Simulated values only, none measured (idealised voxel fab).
process module | voxel air gaps
cross-section cut | 240 nm wide | cells 5 nm
A cross-section is a grid of square cells, given in bands from the top down. A band is one or more rows of cells.
Each band's line starts with the height of the band's top and of its bottom, in nm. Then come its materials from left to right, each with its width in nm. One material with "throughout" fills the band from edge to edge. "air" is empty space.
Height 0 is the level under which the wafer as received is all one material. The lowest band goes on downwards, as in "0 down".
A width such as "30 to 40" changes by the same amount from each row of cells to the next, from the band's top row to its bottom row.
"no change" after a step means that no cell of the cross-section changed.
closed voids: empty space of 8 cells or more with no open way to the top, each as width x height at its distance from the left edge, in nm
after a step's settings: what the simulator itself notes on the step
overlay nm, on a step with a mask: how far to the right of its planned place the mask lay; to the left if negative
Each pair below shows a cross-section before one step and the cross-section after it, down to the lowest band that changed. The line under each pair gives the step between them, with its settings. The pairs can come from different runs of this module on the same starting wafer, so a pair continues from the pair above only where its "before" says so.
before
  0 down: Si throughout
  closed voids: none
after
  15 to 0: SiO2 throughout
  below 0: unchanged
  closed voids: none
the step between: op CONFORMAL_DEP | material SiO2 | thk nm 15
before: the cross-section after the pair above
after
  20 to 15: SiCN throughout
  below 15: unchanged
  closed voids: none
the step between: op CONFORMAL_DEP | material SiCN | thk nm 5
before: the cross-section after the pair above
after
  50 to 20: lowk throughout
  below 20: unchanged
  closed voids: none
the step between: op DIRECTIONAL_DEP | material lowk | thk nm 30
before: the cross-section after the pair above
after
  70 to 50: resist 65 | air 15 | resist 30 | air 15 | resist 30 | air 15 | resist 70
  below 50: unchanged
  closed voids: none
the step between: op PATTERN | tone open | mask id LINES | material resist | width nm 15 | pitch nm 45 | thk nm 20 | overlay nm 0
before: the cross-section after the pair above
after
  70 to 50: resist 65 | air 15 | resist 30 | air 15 | resist 30 | air 15 | resist 70
  50 to 20: lowk 65 | air 15 | lowk 30 | air 15 | lowk 30 | air 15 | lowk 70
  below 20: unchanged
  closed voids: none
the step between: op DIRECTIONAL_ETCH | etch materials lowk | depth nm 30
before: the cross-section after the pair above
after
  50 to 20: lowk 65 | air 15 | lowk 30 | air 15 | lowk 30 | air 15 | lowk 70
  below 20: unchanged
  closed voids: none
the step between: op STRIP | etch materials resist
before: the cross-section after the pair above
after
  55 to 50: TiN 70 | air 5 | TiN 40 | air 5 | TiN 40 | air 5 | TiN 75
  50 to 25: lowk 65 | TiN 5 | air 5 | TiN 5 | lowk 30 | TiN 5 | air 5 | TiN 5 | lowk 30 | TiN 5 | air 5 | TiN 5 | lowk 70
  25 to 20: lowk 65 | TiN 15 | lowk 30 | TiN 15 | lowk 30 | TiN 15 | lowk 70
  below 20: unchanged
  closed voids: none
the step between: op CONFORMAL_DEP | material TiN | thk nm 5
before: the cross-section after the pair above
after
  65 to 55: Cu throughout
  55 to 50: TiN 70 | Cu 5 | TiN 40 | Cu 5 | TiN 40 | Cu 5 | TiN 75
  50 to 25: lowk 65 | TiN 5 | Cu 5 | TiN 5 | lowk 30 | TiN 5 | Cu 5 | TiN 5 | lowk 30 | TiN 5 | Cu 5 | TiN 5 | lowk 70
  below 25: unchanged
  closed voids: none
the step between: op FILL_DEP | material Cu | thk nm 10
before: the cross-section after the pair above
after
  50 to 25: lowk 65 | TiN 5 | Cu 5 | TiN 5 | lowk 30 | TiN 5 | Cu 5 | TiN 5 | lowk 30 | TiN 5 | Cu 5 | TiN 5 | lowk 70
  below 25: unchanged
  closed voids: none
the step between: op CMP | height nm 50
before: the cross-section after the pair above
after
  60 to 50: air 55 | Ru 35 | air 10 | Ru 35 | air 10 | Ru 35 | air 60
  below 50: unchanged
  closed voids: none
the step between: op EPI | material Ru | thk nm 10
before: the cross-section after the pair above
after
  60 to 50: air 55 | Ru 35 | air 10 | Ru 35 | air 10 | Ru 35 | air 60
  50 to 25: air 65 | TiN 5 | Cu 5 | TiN 5 | air 30 | TiN 5 | Cu 5 | TiN 5 | air 30 | TiN 5 | Cu 5 | TiN 5 | air 70
  25 to 20: air 65 | TiN 15 | air 30 | TiN 15 | air 30 | TiN 15 | air 70
  below 20: unchanged
  closed voids: none
the step between: op SELECTIVE_ETCH | etch materials lowk | depth nm 40
before: the cross-section after the pair above
after
  65 to 60: air 50 | SiCN 135 | air 55
  60 to 50: air 50 | SiCN 5 | Ru 35 | SiCN 10 | Ru 35 | SiCN 10 | Ru 35 | SiCN 5 | air 55
  50 to 45: air 50 | SiCN 15 | TiN 5 | Cu 5 | TiN 5 | SiCN 30 | TiN 5 | Cu 5 | TiN 5 | SiCN 30 | TiN 5 | Cu 5 | TiN 5 | SiCN 15 | air 55
  45 to 25: air 60 | SiCN 5 | TiN 5 | Cu 5 | TiN 5 | SiCN 5 | air 20 | SiCN 5 | TiN 5 | Cu 5 | TiN 5 | SiCN 5 | air 20 | SiCN 5 | TiN 5 | Cu 5 | TiN 5 | SiCN 5 | air 65
  25 to 20: SiCN 65 | TiN 15 | SiCN 30 | TiN 15 | SiCN 30 | TiN 15 | SiCN 70
  below 20: unchanged
  closed voids: 20 x 20 at 85; 20 x 20 at 130
the step between: op CONFORMAL_DEP | material SiCN | thk nm 5
before
  15 to 0: SiO2 throughout
  0 down: Si throughout
  closed voids: none
after
  45 to 15: lowk throughout
  below 15: unchanged
  closed voids: none
the step between: op DIRECTIONAL_DEP | material lowk | thk nm 30
before: the cross-section after the pair above
after
  65 to 45: resist 65 | air 15 | resist 30 | air 15 | resist 30 | air 15 | resist 70
  below 45: unchanged
  closed voids: none
the step between: op PATTERN | tone open | mask id LINES | material resist | width nm 15 | pitch nm 45 | thk nm 20 | overlay nm 0
before: the cross-section after the pair above
after
  65 to 45: resist 65 | air 15 | resist 30 | air 15 | resist 30 | air 15 | resist 70
  45 to 15: lowk 65 | air 15 | lowk 30 | air 15 | lowk 30 | air 15 | lowk 70
  below 15: unchanged
  closed voids: none
the step between: op DIRECTIONAL_ETCH | etch materials lowk | depth nm 30
before: the cross-section after the pair above
after
  45 to 15: lowk 65 | air 15 | lowk 30 | air 15 | lowk 30 | air 15 | lowk 70
  below 15: unchanged
  closed voids: none
the step between: op STRIP | etch materials resist
before: the cross-section after the pair above
after
  50 to 45: TiN 70 | air 5 | TiN 40 | air 5 | TiN 40 | air 5 | TiN 75
  45 to 20: lowk 65 | TiN 5 | air 5 | TiN 5 | lowk 30 | TiN 5 | air 5 | TiN 5 | lowk 30 | TiN 5 | air 5 | TiN 5 | lowk 70
  20 to 15: lowk 65 | TiN 15 | lowk 30 | TiN 15 | lowk 30 | TiN 15 | lowk 70
  below 15: unchanged
  closed voids: none
the step between: op CONFORMAL_DEP | material TiN | thk nm 5
before: the cross-section after the pair above
after
  60 to 50: Cu throughout
  50 to 45: TiN 70 | Cu 5 | TiN 40 | Cu 5 | TiN 40 | Cu 5 | TiN 75
  45 to 20: lowk 65 | TiN 5 | Cu 5 | TiN 5 | lowk 30 | TiN 5 | Cu 5 | TiN 5 | lowk 30 | TiN 5 | Cu 5 | TiN 5 | lowk 70
  below 20: unchanged
  closed voids: none
the step between: op FILL_DEP | material Cu | thk nm 10
before: the cross-section after the pair above
after
  50 to 45: TiN 70 | Cu 5 | TiN 40 | Cu 5 | TiN 40 | Cu 5 | TiN 75
  below 45: unchanged
  closed voids: none
the step between: op CMP | height nm 50
before: the cross-section after the pair above
after
  60 to 50: Ru throughout
  below 50: unchanged
  closed voids: none
the step between: op EPI | material Ru | thk nm 10
before: the cross-section after the pair above
after
  65 to 60: SiCN throughout
  below 60: unchanged
  closed voids: none
the step between: op CONFORMAL_DEP | material SiCN | thk nm 5
before
  15 to 0: SiO2 throughout
  0 down: Si throughout
  closed voids: none
after
  30 to 0: SiO2 throughout
  below 0: unchanged
  closed voids: none
the step between: op CONFORMAL_DEP | material SiO2 | thk nm 15
before: the cross-section after the pair above
after
  35 to 30: SiCN throughout
  below 30: unchanged
  closed voids: none
the step between: op CONFORMAL_DEP | material SiCN | thk nm 5
before: the cross-section after the pair above
after
  65 to 35: lowk throughout
  below 35: unchanged
  closed voids: none
the step between: op DIRECTIONAL_DEP | material lowk | thk nm 30
before: the cross-section after the pair above
after
  85 to 65: resist 65 | air 15 | resist 30 | air 15 | resist 30 | air 15 | resist 70
  below 65: unchanged
  closed voids: none
the step between: op PATTERN | tone open | mask id LINES | material resist | width nm 15 | pitch nm 45 | thk nm 20 | overlay nm 0
before: the cross-section after the pair above
after
  85 to 65: resist 65 | air 15 | resist 30 | air 15 | resist 30 | air 15 | resist 70
  65 to 35: lowk 65 | air 15 | lowk 30 | air 15 | lowk 30 | air 15 | lowk 70
  below 35: unchanged
  closed voids: none
the step between: op DIRECTIONAL_ETCH | etch materials lowk | depth nm 30
before: the cross-section after the pair above
after
  65 to 35: lowk 65 | air 15 | lowk 30 | air 15 | lowk 30 | air 15 | lowk 70
  below 35: unchanged
  closed voids: none
the step between: op STRIP | etch materials resist
before: the cross-section after the pair above
after
  70 to 65: TiN 70 | air 5 | TiN 40 | air 5 | TiN 40 | air 5 | TiN 75
  65 to 40: lowk 65 | TiN 5 | air 5 | TiN 5 | lowk 30 | TiN 5 | air 5 | TiN 5 | lowk 30 | TiN 5 | air 5 | TiN 5 | lowk 70
  40 to 35: lowk 65 | TiN 15 | lowk 30 | TiN 15 | lowk 30 | TiN 15 | lowk 70
  below 35: unchanged
  closed voids: none
the step between: op CONFORMAL_DEP | material TiN | thk nm 5
before: the cross-section after the pair above
after
  80 to 70: Cu throughout
  70 to 65: TiN 70 | Cu 5 | TiN 40 | Cu 5 | TiN 40 | Cu 5 | TiN 75
  65 to 40: lowk 65 | TiN 5 | Cu 5 | TiN 5 | lowk 30 | TiN 5 | Cu 5 | TiN 5 | lowk 30 | TiN 5 | Cu 5 | TiN 5 | lowk 70
  below 40: unchanged
  closed voids: none
the step between: op FILL_DEP | material Cu | thk nm 10
before: the cross-section after the pair above
after
  50 to 40: lowk 65 | TiN 5 | Cu 5 | TiN 5 | lowk 30 | TiN 5 | Cu 5 | TiN 5 | lowk 30 | TiN 5 | Cu 5 | TiN 5 | lowk 70
  below 40: unchanged
  closed voids: none
the step between: op CMP | height nm 50
before: the cross-section after the pair above
after
  60 to 50: air 55 | Ru 35 | air 10 | Ru 35 | air 10 | Ru 35 | air 60
  below 50: unchanged
  closed voids: none
the step between: op EPI | material Ru | thk nm 10
before: the cross-section after the pair above
after
  60 to 50: air 55 | Ru 35 | air 10 | Ru 35 | air 10 | Ru 35 | air 60
  50 to 40: air 65 | TiN 5 | Cu 5 | TiN 5 | air 30 | TiN 5 | Cu 5 | TiN 5 | air 30 | TiN 5 | Cu 5 | TiN 5 | air 70
  40 to 35: air 65 | TiN 15 | air 30 | TiN 15 | air 30 | TiN 15 | air 70
  below 35: unchanged
  closed voids: none
the step between: op SELECTIVE_ETCH | etch materials lowk | depth nm 40
before: the cross-section after the pair above
after
  65 to 60: air 50 | SiCN 135 | air 55
  60 to 50: air 50 | SiCN 5 | Ru 35 | SiCN 10 | Ru 35 | SiCN 10 | Ru 35 | SiCN 5 | air 55
  50 to 45: air 50 | SiCN 15 | TiN 5 | Cu 5 | TiN 5 | SiCN 30 | TiN 5 | Cu 5 | TiN 5 | SiCN 30 | TiN 5 | Cu 5 | TiN 5 | SiCN 15 | air 55
  45 to 40: air 60 | SiCN 5 | TiN 5 | Cu 5 | TiN 5 | SiCN 5 | air 20 | SiCN 5 | TiN 5 | Cu 5 | TiN 5 | SiCN 5 | air 20 | SiCN 5 | TiN 5 | Cu 5 | TiN 5 | SiCN 5 | air 65
  40 to 35: SiCN 65 | TiN 15 | SiCN 30 | TiN 15 | SiCN 30 | TiN 15 | SiCN 70
  below 35: unchanged
  closed voids: none
the step between: op CONFORMAL_DEP | material SiCN | thk nm 5
before
  45 to 15: lowk throughout
  15 to 0: SiO2 throughout
  0 down: Si throughout
  closed voids: none
after
  50 to 45: SiCN throughout
  below 45: unchanged
  closed voids: none
the step between: op CONFORMAL_DEP | material SiCN | thk nm 5
before: the cross-section after the pair above
after
  70 to 50: resist 65 | air 15 | resist 30 | air 15 | resist 30 | air 15 | resist 70
  below 50: unchanged
  closed voids: none
the step between: op PATTERN | tone open | mask id LINES | material resist | width nm 15 | pitch nm 45 | thk nm 20 | overlay nm 0
before: the cross-section after the pair above
after
  50 to 45: SiCN throughout
  below 45: unchanged
  closed voids: none
the step between: op STRIP | etch materials resist
before: the cross-section after the pair above
after
  55 to 50: TiN throughout
  below 50: unchanged
  closed voids: none
the step between: op CONFORMAL_DEP | material TiN | thk nm 5
before: the cross-section after the pair above
after
  65 to 55: Cu throughout
  below 55: unchanged
  closed voids: none
the step between: op FILL_DEP | material Cu | thk nm 10
before: the cross-section after the pair above
after
  50 to 45: SiCN throughout
  below 45: unchanged
  closed voids: none
the step between: op CMP | height nm 50
before: the cross-section after the pair above
after
  55 to 45: SiCN throughout
  below 45: unchanged
  closed voids: none
the step between: op CONFORMAL_DEP | material SiCN | thk nm 5
before
  0 down: Si throughout
  closed voids: none
after
  10 to 0: SiO2 throughout
  below 0: unchanged
  closed voids: none
the step between: op CONFORMAL_DEP | material SiO2 | thk nm 10
before: the cross-section after the pair above
after
  15 to 10: SiCN throughout
  below 10: unchanged
  closed voids: none
the step between: op CONFORMAL_DEP | material SiCN | thk nm 5
before: the cross-section after the pair above
after
  45 to 15: lowk throughout
  below 15: unchanged
  closed voids: none
the step between: op DIRECTIONAL_DEP | material lowk | thk nm 30
before: the cross-section after the pair above
after
  65 to 45: resist 65 | air 15 | resist 30 | air 15 | resist 30 | air 15 | resist 70
  below 45: unchanged
  closed voids: none
the step between: op PATTERN | tone open | mask id LINES | material resist | width nm 15 | pitch nm 45 | thk nm 20 | overlay nm 0
before: the cross-section after the pair above
after
  65 to 45: resist 65 | air 15 | resist 30 | air 15 | resist 30 | air 15 | resist 70
  45 to 15: lowk 65 | air 15 | lowk 30 | air 15 | lowk 30 | air 15 | lowk 70
  below 15: unchanged
  closed voids: none
the step between: op DIRECTIONAL_ETCH | etch materials lowk | depth nm 30
before: the cross-section after the pair above
after
  45 to 15: lowk 65 | air 15 | lowk 30 | air 15 | lowk 30 | air 15 | lowk 70
  below 15: unchanged
  closed voids: none
the step between: op STRIP | etch materials resist
before: the cross-section after the pair above
after
  50 to 45: TiN 70 | air 5 | TiN 40 | air 5 | TiN 40 | air 5 | TiN 75
  45 to 20: lowk 65 | TiN 5 | air 5 | TiN 5 | lowk 30 | TiN 5 | air 5 | TiN 5 | lowk 30 | TiN 5 | air 5 | TiN 5 | lowk 70
  20 to 15: lowk 65 | TiN 15 | lowk 30 | TiN 15 | lowk 30 | TiN 15 | lowk 70
  below 15: unchanged
  closed voids: none
the step between: op CONFORMAL_DEP | material TiN | thk nm 5
before: the cross-section after the pair above
after
  60 to 50: Cu throughout
  50 to 45: TiN 70 | Cu 5 | TiN 40 | Cu 5 | TiN 40 | Cu 5 | TiN 75
  45 to 20: lowk 65 | TiN 5 | Cu 5 | TiN 5 | lowk 30 | TiN 5 | Cu 5 | TiN 5 | lowk 30 | TiN 5 | Cu 5 | TiN 5 | lowk 70
  below 20: unchanged
  closed voids: none
the step between: op FILL_DEP | material Cu | thk nm 10
before: the cross-section after the pair above
after
  50 to 45: TiN 70 | Cu 5 | TiN 40 | Cu 5 | TiN 40 | Cu 5 | TiN 75
  below 45: unchanged
  closed voids: none
the step between: op CMP | height nm 50
before: the cross-section after the pair above
after
  60 to 50: Ru throughout
  below 50: unchanged
  closed voids: none
the step between: op EPI | material Ru | thk nm 10
before: the cross-section after the pair above
after
  65 to 60: SiCN throughout
  below 60: unchanged
  closed voids: none
the step between: op CONFORMAL_DEP | material SiCN | thk nm 5
before
  50 to 20: lowk throughout
  20 to 15: SiCN throughout
  15 to 0: SiO2 throughout
  0 down: Si throughout
  closed voids: none
after
  70 to 50: resist 65 | air 20 | resist 25 | air 20 | resist 25 | air 20 | resist 65
  below 50: unchanged
  closed voids: none
the step between: op PATTERN | tone open | mask id LINES | material resist | width nm 20 | pitch nm 45 | thk nm 20 | overlay nm 0
before: the cross-section after the pair above
after
  70 to 50: resist 65 | air 20 | resist 25 | air 20 | resist 25 | air 20 | resist 65
  50 to 20: lowk 65 | air 20 | lowk 25 | air 20 | lowk 25 | air 20 | lowk 65
  below 20: unchanged
  closed voids: none
the step between: op DIRECTIONAL_ETCH | etch materials lowk | depth nm 30
before: the cross-section after the pair above
after
  50 to 20: lowk 65 | air 20 | lowk 25 | air 20 | lowk 25 | air 20 | lowk 65
  below 20: unchanged
  closed voids: none
the step between: op STRIP | etch materials resist
before: the cross-section after the pair above
after
  55 to 50: TiN 70 | air 10 | TiN 35 | air 10 | TiN 35 | air 10 | TiN 70
  50 to 25: lowk 65 | TiN 5 | air 10 | TiN 5 | lowk 25 | TiN 5 | air 10 | TiN 5 | lowk 25 | TiN 5 | air 10 | TiN 5 | lowk 65
  25 to 20: lowk 65 | TiN 20 | lowk 25 | TiN 20 | lowk 25 | TiN 20 | lowk 65
  below 20: unchanged
  closed voids: none
the step between: op CONFORMAL_DEP | material TiN | thk nm 5
before: the cross-section after the pair above
after
  65 to 55: Cu throughout
  55 to 50: TiN 70 | Cu 10 | TiN 35 | Cu 10 | TiN 35 | Cu 10 | TiN 70
  50 to 25: lowk 65 | TiN 5 | Cu 10 | TiN 5 | lowk 25 | TiN 5 | Cu 10 | TiN 5 | lowk 25 | TiN 5 | Cu 10 | TiN 5 | lowk 65
  below 25: unchanged
  closed voids: none
the step between: op FILL_DEP | material Cu | thk nm 10
before: the cross-section after the pair above
after
  50 to 25: lowk 65 | TiN 5 | Cu 10 | TiN 5 | lowk 25 | TiN 5 | Cu 10 | TiN 5 | lowk 25 | TiN 5 | Cu 10 | TiN 5 | lowk 65
  below 25: unchanged
  closed voids: none
the step between: op CMP | height nm 50
before: the cross-section after the pair above
after
  60 to 50: air 55 | Ru 40 | air 5 | Ru 40 | air 5 | Ru 40 | air 55
  below 50: unchanged
  closed voids: none
the step between: op EPI | material Ru | thk nm 10
before: the cross-section after the pair above
after
  60 to 50: air 55 | Ru 40 | air 5 | Ru 40 | air 5 | Ru 40 | air 55
  50 to 25: air 65 | TiN 5 | Cu 10 | TiN 5 | air 25 | TiN 5 | Cu 10 | TiN 5 | air 25 | TiN 5 | Cu 10 | TiN 5 | air 65
  25 to 20: air 65 | TiN 20 | air 25 | TiN 20 | air 25 | TiN 20 | air 65
  below 20: unchanged
  closed voids: none
the step between: op SELECTIVE_ETCH | etch materials lowk | depth nm 40
before: the cross-section after the pair above
after
  65 to 60: air 50 | SiCN 140 | air 50
  60 to 50: air 50 | SiCN 5 | Ru 40 | SiCN 5 | Ru 40 | SiCN 5 | Ru 40 | SiCN 5 | air 50
  50 to 45: air 50 | SiCN 15 | TiN 5 | Cu 10 | TiN 5 | SiCN 25 | TiN 5 | Cu 10 | TiN 5 | SiCN 25 | TiN 5 | Cu 10 | TiN 5 | SiCN 15 | air 50
  45 to 25: air 60 | SiCN 5 | TiN 5 | Cu 10 | TiN 5 | SiCN 5 | air 15 | SiCN 5 | TiN 5 | Cu 10 | TiN 5 | SiCN 5 | air 15 | SiCN 5 | TiN 5 | Cu 10 | TiN 5 | SiCN 5 | air 60
  25 to 20: SiCN 65 | TiN 20 | SiCN 25 | TiN 20 | SiCN 25 | TiN 20 | SiCN 65
  below 20: unchanged
  closed voids: 15 x 20 at 90; 15 x 20 at 135
the step between: op CONFORMAL_DEP | material SiCN | thk nm 5
before
  50 to 20: lowk throughout
  20 to 15: SiCN throughout
  15 to 0: SiO2 throughout
  0 down: Si throughout
  closed voids: none
after
  70 to 50: resist 55 | air 15 | resist 30 | air 15 | resist 30 | air 15 | resist 80
  below 50: unchanged
  closed voids: none
the step between: op PATTERN | tone open | mask id LINES | material resist | width nm 15 | pitch nm 45 | thk nm 20 | overlay nm -10
before: the cross-section after the pair above
after
  70 to 50: resist 55 | air 15 | resist 30 | air 15 | resist 30 | air 15 | resist 80
  50 to 20: lowk 55 | air 15 | lowk 30 | air 15 | lowk 30 | air 15 | lowk 80
  below 20: unchanged
  closed voids: none
the step between: op DIRECTIONAL_ETCH | etch materials lowk | depth nm 30
before: the cross-section after the pair above
after
  50 to 20: lowk 55 | air 15 | lowk 30 | air 15 | lowk 30 | air 15 | lowk 80
  below 20: unchanged
  closed voids: none
the step between: op STRIP | etch materials resist
before: the cross-section after the pair above
after
  55 to 50: TiN 60 | air 5 | TiN 40 | air 5 | TiN 40 | air 5 | TiN 85
  50 to 25: lowk 55 | TiN 5 | air 5 | TiN 5 | lowk 30 | TiN 5 | air 5 | TiN 5 | lowk 30 | TiN 5 | air 5 | TiN 5 | lowk 80
  25 to 20: lowk 55 | TiN 15 | lowk 30 | TiN 15 | lowk 30 | TiN 15 | lowk 80
  below 20: unchanged
  closed voids: none
the step between: op CONFORMAL_DEP | material TiN | thk nm 5
before: the cross-section after the pair above
after
  65 to 55: Cu throughout
  55 to 50: TiN 60 | Cu 5 | TiN 40 | Cu 5 | TiN 40 | Cu 5 | TiN 85
  50 to 25: lowk 55 | TiN 5 | Cu 5 | TiN 5 | lowk 30 | TiN 5 | Cu 5 | TiN 5 | lowk 30 | TiN 5 | Cu 5 | TiN 5 | lowk 80
  below 25: unchanged
  closed voids: none
the step between: op FILL_DEP | material Cu | thk nm 10
before: the cross-section after the pair above
after
  50 to 25: lowk 55 | TiN 5 | Cu 5 | TiN 5 | lowk 30 | TiN 5 | Cu 5 | TiN 5 | lowk 30 | TiN 5 | Cu 5 | TiN 5 | lowk 80
  below 25: unchanged
  closed voids: none
the step between: op CMP | height nm 50
before: the cross-section after the pair above
after
  60 to 50: air 45 | Ru 35 | air 10 | Ru 35 | air 10 | Ru 35 | air 70
  below 50: unchanged
  closed voids: none
the step between: op EPI | material Ru | thk nm 10
before: the cross-section after the pair above
after
  60 to 50: air 45 | Ru 35 | air 10 | Ru 35 | air 10 | Ru 35 | air 70
  50 to 25: air 55 | TiN 5 | Cu 5 | TiN 5 | air 30 | TiN 5 | Cu 5 | TiN 5 | air 30 | TiN 5 | Cu 5 | TiN 5 | air 80
  25 to 20: air 55 | TiN 15 | air 30 | TiN 15 | air 30 | TiN 15 | air 80
  below 20: unchanged
  closed voids: none
the step between: op SELECTIVE_ETCH | etch materials lowk | depth nm 40
before: the cross-section after the pair above
after
  65 to 60: air 40 | SiCN 135 | air 65
  60 to 50: air 40 | SiCN 5 | Ru 35 | SiCN 10 | Ru 35 | SiCN 10 | Ru 35 | SiCN 5 | air 65
  50 to 45: air 40 | SiCN 15 | TiN 5 | Cu 5 | TiN 5 | SiCN 30 | TiN 5 | Cu 5 | TiN 5 | SiCN 30 | TiN 5 | Cu 5 | TiN 5 | SiCN 15 | air 65
  45 to 25: air 50 | SiCN 5 | TiN 5 | Cu 5 | TiN 5 | SiCN 5 | air 20 | SiCN 5 | TiN 5 | Cu 5 | TiN 5 | SiCN 5 | air 20 | SiCN 5 | TiN 5 | Cu 5 | TiN 5 | SiCN 5 | air 75
  25 to 20: SiCN 55 | TiN 15 | SiCN 30 | TiN 15 | SiCN 30 | TiN 15 | SiCN 80
  below 20: unchanged
  closed voids: 20 x 20 at 75; 20 x 20 at 120
the step between: op CONFORMAL_DEP | material SiCN | thk nm 5
before
  20 to 15: SiCN throughout
  15 to 0: SiO2 throughout
  0 down: Si throughout
  closed voids: none
after
  50 to 20: Ru throughout
  below 20: unchanged
  closed voids: none
the step between: op DIRECTIONAL_DEP | material Ru | thk nm 30
before: the cross-section after the pair above
after
  70 to 50: resist 65 | air 15 | resist 30 | air 15 | resist 30 | air 15 | resist 70
  below 50: unchanged
  closed voids: none
the step between: op PATTERN | tone open | mask id LINES | material resist | width nm 15 | pitch nm 45 | thk nm 20 | overlay nm 0
before: the cross-section after the pair above
after
  50 to 20: Ru throughout
  below 20: unchanged
  closed voids: none
the step between: op STRIP | etch materials resist
before: the cross-section after the pair above
after
  55 to 50: TiN throughout
  below 50: unchanged
  closed voids: none
the step between: op CONFORMAL_DEP | material TiN | thk nm 5
before: the cross-section after the pair above
after
  65 to 55: Cu throughout
  below 55: unchanged
  closed voids: none
the step between: op FILL_DEP | material Cu | thk nm 10
before: the cross-section after the pair above
after
  50 to 20: Ru throughout
  below 20: unchanged
  closed voids: none
the step between: op CMP | height nm 50
before: the cross-section after the pair above
after
  60 to 20: Ru throughout
  below 20: unchanged
  closed voids: none
the step between: op EPI | material Ru | thk nm 10
before: the cross-section after the pair above
after
  65 to 60: SiCN throughout
  below 60: unchanged
  closed voids: none
the step between: op CONFORMAL_DEP | material SiCN | thk nm 5
before
  50 to 20: lowk throughout
  20 to 15: SiCN throughout
  15 to 0: SiO2 throughout
  0 down: Si throughout
  closed voids: none
after
  70 to 50: air 65 | resist 15 | air 30 | resist 15 | air 30 | resist 15 | air 70
  below 50: unchanged
  closed voids: none
the step between: op PATTERN | tone cover | mask id LINES | material resist | width nm 15 | pitch nm 45 | thk nm 20 | overlay nm 0
before: the cross-section after the pair above
after
  70 to 50: air 65 | resist 15 | air 30 | resist 15 | air 30 | resist 15 | air 70
  50 to 20: air 65 | lowk 15 | air 30 | lowk 15 | air 30 | lowk 15 | air 70
  below 20: unchanged
  closed voids: none
the step between: op DIRECTIONAL_ETCH | etch materials lowk | depth nm 30
before: the cross-section after the pair above
after
  50 to 20: air 65 | lowk 15 | air 30 | lowk 15 | air 30 | lowk 15 | air 70
  below 20: unchanged
  closed voids: none
the step between: op STRIP | etch materials resist
before: the cross-section after the pair above
after
  55 to 50: air 60 | TiN 25 | air 20 | TiN 25 | air 20 | TiN 25 | air 65
  50 to 25: air 60 | TiN 5 | lowk 15 | TiN 5 | air 20 | TiN 5 | lowk 15 | TiN 5 | air 20 | TiN 5 | lowk 15 | TiN 5 | air 65
  25 to 20: TiN 65 | lowk 15 | TiN 30 | lowk 15 | TiN 30 | lowk 15 | TiN 70
  below 20: unchanged
  closed voids: none
the step between: op CONFORMAL_DEP | material TiN | thk nm 5
before: the cross-section after the pair above
after
  65 to 55: Cu throughout
  55 to 50: Cu 60 | TiN 25 | Cu 20 | TiN 25 | Cu 20 | TiN 25 | Cu 65
  50 to 25: Cu 60 | TiN 5 | lowk 15 | TiN 5 | Cu 20 | TiN 5 | lowk 15 | TiN 5 | Cu 20 | TiN 5 | lowk 15 | TiN 5 | Cu 65
  below 25: unchanged
  closed voids: none
the step between: op FILL_DEP | material Cu | thk nm 10
before: the cross-section after the pair above
after
  50 to 25: Cu 60 | TiN 5 | lowk 15 | TiN 5 | Cu 20 | TiN 5 | lowk 15 | TiN 5 | Cu 20 | TiN 5 | lowk 15 | TiN 5 | Cu 65
  below 25: unchanged
  closed voids: none
the step between: op CMP | height nm 50
before: the cross-section after the pair above
after
  60 to 50: Ru throughout
  below 50: unchanged
  closed voids: none
the step between: op EPI | material Ru | thk nm 10
before: the cross-section after the pair above
after
  65 to 60: SiCN throughout
  below 60: unchanged
  closed voids: none
the step between: op CONFORMAL_DEP | material SiCN | thk nm 5
